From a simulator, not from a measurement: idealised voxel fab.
The following is a process module called voxel capacitor over wiring.
Xsec cut, 220 nm wide, square cell size 5 nm.
Cross-section layout: square cells on a grid; listed as bands, top to bottom; a band spans one or more cell rows.
In this notation a band is specified by the heights of its top and bottom, in that order and in nm, after which its materials appear from left to right, each paired with its width in nm. The word "full width" attached to a single material means that material fills the band from edge to edge; the word "empty" stands for empty space.
Heights are reckoned from 0. Under this level, the received wafer is all of one material. The bottommost band is open-ended downward, for example "0 -> down".
You'd read "30->40" like this: the band's top row of cells is as wide as the first number, its bottom row is as wide as the second, and going down, every row changes width by the same amount as the row before did.
It should be understood that the words "everything unchanged", when stated for a given step, signify that the cross-section underwent no change in any of its cells during that step.
Entry "Closed void register" = empty spaces >= 8 cells with no open way to the top; each as width x height at distance, distance from left edge, all nm.
Anything after a step's settings on that line? It's the simulator's own note about the step.
The "overlay nm" setting may appear on a step's line; for a step that uses a mask, it gives how far to the right of its planned position the mask lay, and a negative value indicates the left.

**Process steps (planned)**
1 RECEIVE | material Si
2 CONFORMAL_DEP | material SiO2 | thk nm 15
3 DIRECTIONAL_DEP | material TiN | thk nm 5
4 DIRECTIONAL_DEP | material W | thk nm 15
5 DIRECTIONAL_DEP | material aC | thk nm 15
6 PATTERN | tone cover | mask id METAL_1 | material resist | width nm 30 | pitch nm 90 | thk nm 30 | overlay nm 0
7 DIRECTIONAL_ETCH | etch materials aC | depth nm 15
8 STRIP | etch materials resist
9 DIRECTIONAL_ETCH | etch materials W | depth nm 15
10 DIRECTIONAL_ETCH | etch materials TiN | depth nm 5
11 STRIP | etch materials aC
12 CONFORMAL_DEP | material SiN | thk nm 5
13 FILL_DEP | material SiO2 | thk nm 5
14 CMP | height nm 35
15 CONFORMAL_DEP | material SiCN | thk nm 5
16 DIRECTIONAL_DEP | material SiO2 | thk nm 15
17 PATTERN | tone open | mask id PLUG_1 | material resist | width nm 15 | thk nm 15 | overlay nm 0
18 DIRECTIONAL_ETCH | etch materials SiO2 | depth nm 15
19 DIRECTIONAL_ETCH | etch materials SiCN | depth nm 5
20 STRIP | etch materials resist
21 CONFORMAL_DEP | material TiN | thk nm 5
22 FILL_DEP | material Cu | thk nm 10
23 CMP | height nm 55
24 DIRECTIONAL_DEP | material TiN | thk nm 10
25 DIRECTIONAL_DEP | material Al2O3 | thk nm 5
26 DIRECTIONAL_DEP | material TiN | thk nm 5
27 PATTERN | tone cover | mask id UPPER_PLATE | material resist | width nm 65 | thk nm 15 | overlay nm 0
28 DIRECTIONAL_ETCH | etch materials TiN | depth nm 5
29 DIRECTIONAL_ETCH | etch materials Al2O3 | depth nm 5
30 STRIP | etch materials resist
31 DIRECTIONAL_DEP | material aC | thk nm 10
32 PATTERN | tone cover | mask id LOWER_PLATE | material resist | width nm 75 | thk nm 25 | overlay nm 0
33 DIRECTIONAL_ETCH | etch materials aC | depth nm 10
34 STRIP | etch materials resist
35 DIRECTIONAL_ETCH | etch materials TiN | depth nm 10
36 STRIP | etch materials aC
37 FILL_DEP | material SiO2 | thk nm 20
38 CMP | height nm 90
39 MASKED_ETCH | tone open | mask id PLUG_2 | width nm 15 | etch materials SiO2 | depth nm 15 | overlay nm 0
40 CONFORMAL_DEP | material TiN | thk nm 5
41 FILL_DEP | material W | thk nm 5
42 CMP | height nm 90
43 CONFORMAL_DEP | material SiCN | thk nm 5

**Received-state cross-section, reflecting completion of step 1**
    0 -> down | Si full width
    Closed void register: none

**This is how the wafer looks in cross-section once the module is done, given the starting state and plan above and one mistake in carrying the plan out**
    95 -> 90 | SiCN full width
    90 -> 80 | SiO2 (75) / TiN (5) / W (5) / TiN (5) / SiO2 (130)
    80 -> 75 | SiO2 (75) / TiN (15) / SiO2 (130)
    75 -> 70 | SiO2 full width
    70 -> 65 | SiO2 (65) / Al2O3 (65) / SiO2 (90)
    65 -> 55 | TiN (60) / SiO2 (5) / TiN (65) / SiO2 (5) / TiN (85)
    55 -> 40 | SiO2 (65) / TiN (5) / Cu (5) / TiN (5) / SiO2 (140)
    40 -> 35 | SiCN (65) / TiN (15) / SiCN (140)
    35 -> 20 | SiO2 (45) / SiN (5) / W (30) / SiN (5) / SiO2 (50) / SiN (5) / W (30) / SiN (5) / SiO2 (45)
    20 -> 15 | SiN (50) / TiN (30) / SiN (60) / TiN (30) / SiN (50)
    15 -> 0 | SiO2 full width
    0 -> down | Si full width
    Closed void register: none
Finding, execution versus plan: step 32 did not happen as planned, as run it was PATTERN | tone open | mask id LOWER_PLATE | material resist | width nm 75 | thk nm 25 | overlay nm 0
